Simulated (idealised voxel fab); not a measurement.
process module | voxel local oxidation
cross-section cut | 280 nm wide | cells 5 nm
A cross-section is a grid of square cells, given in bands from the top down. A band is one or more rows of cells.
Each band's line starts with the height of the band's top and of its bottom, in nm. Then come its materials from left to right, each with its width in nm. One material with "throughout" fills the band from edge to edge. "air" is empty space.
Height 0 is the level under which the wafer as received is all one material. The lowest band goes on downwards, as in "0 down".
A width such as "30 to 40" changes by the same amount from each row of cells to the next, from the band's top row to its bottom row.
"no change" after a step means that no cell of the cross-section changed.
closed voids: empty space of 8 cells or more with no open way to the top, each as width x height at its distance from the left edge, in nm
after a step's settings: what the simulator itself notes on the step
overlay nm, on a step with a mask: how far to the right of its planned place the mask lay; to the left if negative
plan
1 op RECEIVE | material Si
2 op CONFORMAL_DEP | material SiO2 | thk nm 5
3 op CONFORMAL_DEP | material SiN | thk nm 15
4 op PATTERN | tone cover | mask id ACTIVE | material resist | width nm 95 | thk nm 15 | overlay nm 0
5 op DIRECTIONAL_ETCH | etch materials SiN | depth nm 15
6 op STRIP | etch materials resist
7 op SELECTIVE_ETCH | etch materials SiO2 | depth nm 5
8 op OXIDIZE | depth nm 15
9 op STRIP | etch materials SiN
first wafer, as planned
as received, after step 1
  0 down: Si throughout
  closed voids: none
after step 2
  5 to 0: SiO2 throughout
  below 0: unchanged
after step 3
  20 to 5: SiN throughout
  below 5: unchanged
after step 4
  35 to 20: air 90 | resist 95 | air 95
  below 20: unchanged
after step 5
  35 to 20: air 90 | resist 95 | air 95
  20 to 5: air 90 | SiN 95 | air 95
  below 5: unchanged
after step 6
  20 to 5: air 90 | SiN 95 | air 95
  below 5: unchanged
after step 7
  20 to 5: air 90 | SiN 95 | air 95
  5 to 0: air 95 | SiO2 85 | air 100
  below 0: unchanged
after step 8
  20 to 5: air 90 | SiN 95 | air 95
  5 to 0: air 95 | SiO2 85 | air 100
  0 to -15: SiO2 110 | Si 55 | SiO2 115
  below -15: unchanged
after step 9
  5 to 0: air 95 | SiO2 85 | air 100
  below 0: unchanged
second wafer: like start, like plan, one mistake. Through step 3 it matches the first wafer
when step 4 should have ended
  35 to 20: air 100 | resist 95 | air 85
  below 20: unchanged
when step 5 should have ended
  35 to 20: air 100 | resist 95 | air 85
  20 to 5: air 100 | SiN 95 | air 85
  below 5: unchanged
when step 6 should have ended
  20 to 5: air 100 | SiN 95 | air 85
  below 5: unchanged
when step 7 should have ended
  20 to 5: air 100 | SiN 95 | air 85
  5 to 0: air 105 | SiO2 85 | air 90
  below 0: unchanged
when step 8 should have ended
  20 to 5: air 100 | SiN 95 | air 85
  5 to 0: air 105 | SiO2 85 | air 90
  0 to -15: SiO2 120 | Si 55 | SiO2 105
  below -15: unchanged
when step 9 should have ended
  5 to 0: air 105 | SiO2 85 | air 90
  below 0: unchanged
what went wrong: step 4 ran as: op PATTERN | tone cover | mask id ACTIVE | material resist | width nm 95 | thk nm 15 | overlay nm 10
at the end the second wafer has, in cells: as many of each material as the first, in other places
